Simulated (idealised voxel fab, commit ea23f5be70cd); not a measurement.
voxel transistor to metal: a process module
This is section cut - it's 180 nm across, gridded in 5 nm square cells.
When this document writes out a cross-section, it uses a grid of square cells and lists it as bands, beginning at the top and moving down, with a band standing for one or more rows of cells.
A band entry consists of two parts. The first gives the height of the band's top and the height of its bottom, in nm. The rest lists the band's materials from left to right, each with its width in nm. A single material labelled with the word "full width" fills the band from edge to edge, and the word "empty" marks empty space.
Height datum 0, below which the as-received substrate wafer is one material. Lowest band open at the bottom, running downward: "0..down".
The notation "30..40" denotes a width that varies across the rows of cells in the band, beginning at the first number in the top row, finishing at the second number in the bottom row, and changing by an identical amount from each row to the next.
It should be understood that the words "no alteration", when stated for a given step, signify that the cross-section underwent no change in any of its cells during that step.
In "Entrapped voids" the enclosed voids are listed, meaning empty spaces of 8 cells or larger without any opening to the top. The form is width x height at distance, distance from the left edge, units nm.
Read whatever lies past the settings on a step's line as the simulator's own remark about the step.
"overlay nm", when on a step's line for a step with a mask, measures how far to the right of its planned place the mask lay; a negative measure means to the left.
Planned process steps
| 1 | RECEIVE, material Si |
| 2 | OXIDIZE, depth nm 5 |
| 3 | CONFORMAL_DEP, material SiN, thk nm 15 |
| 4 | DIRECTIONAL_DEP, material aC, thk nm 15 |
| 5 | PATTERN, tone cover, mask id ACTIVE, material resist, width nm 95, thk nm 35, overlay nm 0 |
| 6 | DIRECTIONAL_ETCH, etch materials aC, depth nm 15 |
| 7 | STRIP, etch materials resist |
| 8 | DIRECTIONAL_ETCH, etch materials SiN, depth nm 15 |
| 9 | DIRECTIONAL_ETCH, etch materials SiO2, depth nm 5 |
| 10 | DIRECTIONAL_ETCH, etch materials Si, depth nm 20 |
| 11 | STRIP, etch materials aC |
| 12 | OXIDIZE, depth nm 5 |
| 13 | FILL_DEP, material SiO2, thk nm 15 |
| 14 | CMP, height nm 15 |
| 15 | SELECTIVE_ETCH, etch materials SiO2, depth nm 5 |
| 16 | STRIP, etch materials SiN |
| 17 | SELECTIVE_ETCH, etch materials SiO2, depth nm 5 |
| 18 | OXIDIZE, depth nm 5 |
| 19 | DIRECTIONAL_DEP, material polySi, thk nm 20 |
| 20 | DIRECTIONAL_DEP, material SiCN, thk nm 15 |
| 21 | DIRECTIONAL_DEP, material aC, thk nm 10 |
| 22 | PATTERN, tone cover, mask id GATE, material resist, width nm 15, thk nm 30, overlay nm 0 |
| 23 | DIRECTIONAL_ETCH, etch materials aC, depth nm 10 |
| 24 | STRIP, etch materials resist |
| 25 | DIRECTIONAL_ETCH, etch materials SiCN, depth nm 25 |
| 26 | DIRECTIONAL_ETCH, etch materials polySi, depth nm 30 |
| 27 | STRIP, etch materials aC |
| 28 | CONFORMAL_DEP, material SiO2, thk nm 5 |
| 29 | DIRECTIONAL_ETCH, etch materials SiO2, depth nm 5 |
| 30 | CONFORMAL_DEP, material SiN, thk nm 5 |
| 31 | DIRECTIONAL_ETCH, etch materials SiN, depth nm 5 |
| 32 | DIRECTIONAL_ETCH, etch materials SiO2, depth nm 5 |
| 33 | DIRECTIONAL_ETCH, etch materials Si, depth nm 10 |
| 34 | EPI, material SiGe, thk nm 10 |
| 35 | FILL_DEP, material SiO2, thk nm 10 |
| 36 | CMP, height nm 30 |
| 37 | DIRECTIONAL_DEP, material SiO2, thk nm 10 |
| 38 | DIRECTIONAL_DEP, material aC, thk nm 10 |
| 39 | PATTERN, tone open, mask id CONTACT, material resist, width nm 30, pitch nm 55, thk nm 25, overlay nm 0 |
| 40 | DIRECTIONAL_ETCH, etch materials aC, depth nm 10 |
| 41 | STRIP, etch materials resist |
| 42 | DIRECTIONAL_ETCH, etch materials SiO2, depth nm 50 |
| 43 | STRIP, etch materials aC |
| 44 | CONFORMAL_DEP, material TiN, thk nm 5 |
| 45 | FILL_DEP, material Ru, thk nm 10 |
| 46 | CMP, height nm 40 |
| 47 | CONFORMAL_DEP, material SiN, thk nm 5 |
| 48 | DIRECTIONAL_DEP, material lowk, thk nm 20 |
| 49 | PATTERN, tone open, mask id METAL_1, material resist, width nm 15, pitch nm 70, thk nm 20, overlay nm 0 |
| 50 | DIRECTIONAL_ETCH, etch materials lowk, depth nm 20 |
| 51 | DIRECTIONAL_ETCH, etch materials SiN, depth nm 5 |
| 52 | STRIP, etch materials resist |
| 53 | CONFORMAL_DEP, material TiN, thk nm 5 |
| 54 | FILL_DEP, material Ru, thk nm 5 |
| 55 | CMP, height nm 65 |
| 56 | EPI, material Ru, thk nm 5 |
| 57 | FILL_DEP, material SiCN, thk nm 5 |
| 58 | DIRECTIONAL_DEP, material lowk, thk nm 30 |
| 59 | DIRECTIONAL_DEP, material aC, thk nm 15 |
| 60 | PATTERN, tone open, mask id METAL_2, material resist, width nm 15, pitch nm 70, thk nm 35, overlay nm 0 |
| 61 | DIRECTIONAL_ETCH, etch materials aC, depth nm 15 |
| 62 | STRIP, etch materials resist |
| 63 | DIRECTIONAL_ETCH, etch materials lowk, depth nm 15 |
| 64 | STRIP, etch materials aC |
| 65 | DIRECTIONAL_DEP, material aC, thk nm 10 |
| 66 | PATTERN, tone open, mask id METAL_2_HOLES, material resist, width nm 15, pitch nm 70, thk nm 30, overlay nm 0 |
| 67 | DIRECTIONAL_ETCH, etch materials aC, depth nm 10 |
| 68 | STRIP, etch materials resist |
| 69 | DIRECTIONAL_ETCH, etch materials lowk, depth nm 15 |
| 70 | DIRECTIONAL_ETCH, etch materials SiCN, depth nm 5 |
| 71 | STRIP, etch materials aC |
| 72 | CONFORMAL_DEP, material TiN, thk nm 5 |
| 73 | FILL_DEP, material Cu, thk nm 5 |
| 74 | CMP, height nm 105 |
| 75 | CONFORMAL_DEP, material SiCN, thk nm 5 |
Here's what the wafer looked like in cross-section when it arrived - that's after step 1
    0..down | Si full width
    Entrapped voids: none
First of two wafers at the end of the module, shown in cross-section; run carried out as planned
    110..105 | SiCN full width
    105..75 | 45 nm lowk  5 nm TiN  5 nm Cu  5 nm TiN  55 nm lowk  5 nm TiN  5 nm Cu  5 nm TiN  50 nm lowk
    75..70 | 45 nm SiCN  15 nm TiN  55 nm SiCN  15 nm TiN  50 nm SiCN
    70..65 | 40 nm SiCN  25 nm Ru  45 nm SiCN  25 nm Ru  45 nm SiCN
    65..45 | 45 nm lowk  5 nm TiN  5 nm Ru  5 nm TiN  55 nm lowk  5 nm TiN  5 nm Ru  5 nm TiN  50 nm lowk
    45..40 | 45 nm SiN  15 nm TiN  55 nm SiN  15 nm TiN  50 nm SiN
    40..30 | 45 nm SiO2  5 nm TiN  20..15 nm Ru  5..10 nm TiN  25 nm SiO2  5..10 nm TiN  20..15 nm Ru  5 nm TiN  50 nm SiO2
    30..15 | 45 nm SiO2  5 nm TiN  15 nm Ru  5 nm TiN  5 nm SiN  5 nm SiO2  15 nm SiCN  5 nm SiO2  5 nm SiN  5 nm TiN  15 nm Ru  5 nm TiN  50 nm SiO2
    15..5 | 45 nm SiO2  5 nm TiN  15 nm Ru  5 nm TiN  5 nm SiN  5 nm SiO2  15 nm polySi  5 nm SiO2  5 nm SiN  5 nm TiN  15 nm Ru  5 nm TiN  50 nm SiO2
    5..0 | 40 nm SiO2  5 nm SiN  5 nm TiN  5 nm Ru  15 nm TiN  5 nm SiN  5 nm SiO2  15 nm polySi  5 nm SiO2  5 nm SiN  15 nm TiN  5 nm Ru  5 nm TiN  5 nm SiN  45 nm SiO2
    0..-5 | 40 nm SiO2  5 nm SiN  5 nm TiN  5 nm Ru  5 nm TiN  10 nm SiGe  5 nm SiN  5 nm SiO2  15 nm polySi  5 nm SiO2  5 nm SiN  10 nm SiGe  5 nm TiN  5 nm Ru  5 nm TiN  5 nm SiN  45 nm SiO2
    -5..-10 | 45 nm SiO2  15 nm TiN  10 nm SiGe  35 nm SiO2  10 nm SiGe  15 nm TiN  50 nm SiO2
    -10..-20 | 45 nm SiO2  25 nm SiGe  35 nm Si  25 nm SiGe  50 nm SiO2
    -20..-30 | 45 nm SiO2  85 nm Si  50 nm SiO2
    -30..down | Si full width
    Entrapped voids: none
Wafer two cross-section, module end. Start and plan unchanged from wafer one; one mistake made during the run
    110..105 | SiCN full width
    105..75 | 45 nm lowk  5 nm TiN  5 nm Cu  5 nm TiN  55 nm lowk  5 nm TiN  5 nm Cu  5 nm TiN  50 nm lowk
    75..70 | 45 nm SiCN  15 nm TiN  55 nm SiCN  15 nm TiN  50 nm SiCN
    70..65 | 40 nm SiCN  30 nm Ru  40 nm SiCN  30 nm Ru  40 nm SiCN
    65..45 | 45 nm lowk  5 nm TiN  10 nm Ru  5 nm TiN  50 nm lowk  5 nm TiN  10 nm Ru  5 nm TiN  45 nm lowk
    45..40 | 45 nm SiN  20 nm TiN  50 nm SiN  20 nm TiN  45 nm SiN
    40..30 | 45 nm SiO2  5 nm TiN  20..15 nm Ru  5..10 nm TiN  25 nm SiO2  5..10 nm TiN  20..15 nm Ru  5 nm TiN  50 nm SiO2
    30..15 | 45 nm SiO2  5 nm TiN  15 nm Ru  5 nm TiN  5 nm SiN  5 nm SiO2  15 nm SiCN  5 nm SiO2  5 nm SiN  5 nm TiN  15 nm Ru  5 nm TiN  50 nm SiO2
    15..5 | 45 nm SiO2  5 nm TiN  15 nm Ru  5 nm TiN  5 nm SiN  5 nm SiO2  15 nm polySi  5 nm SiO2  5 nm SiN  5 nm TiN  15 nm Ru  5 nm TiN  50 nm SiO2
    5..0 | 40 nm SiO2  5 nm SiN  5 nm TiN  5 nm Ru  15 nm TiN  5 nm SiN  5 nm SiO2  15 nm polySi  5 nm SiO2  5 nm SiN  15 nm TiN  5 nm Ru  5 nm TiN  5 nm SiN  45 nm SiO2
    0..-5 | 40 nm SiO2  5 nm SiN  5 nm TiN  5 nm Ru  5 nm TiN  10 nm SiGe  5 nm SiN  5 nm SiO2  15 nm polySi  5 nm SiO2  5 nm SiN  10 nm SiGe  5 nm TiN  5 nm Ru  5 nm TiN  5 nm SiN  45 nm SiO2
    -5..-10 | 45 nm SiO2  15 nm TiN  10 nm SiGe  35 nm SiO2  10 nm SiGe  15 nm TiN  50 nm SiO2
    -10..-20 | 45 nm SiO2  25 nm SiGe  35 nm Si  25 nm SiGe  50 nm SiO2
    -20..-30 | 45 nm SiO2  85 nm Si  50 nm SiO2
    -30..down | Si full width
    Entrapped voids: none
Against the plan, the run slipped here: step 49 deviated from plan and actually ran as PATTERN, tone open, mask id METAL_1, material resist, width nm 20, pitch nm 70, thk nm 20, overlay nm 0
End check, counted in cells, second wafer has more or fewer of these materials than the first: Ru +10; SiCN -2; SiN -2; TiN +2; lowk -8
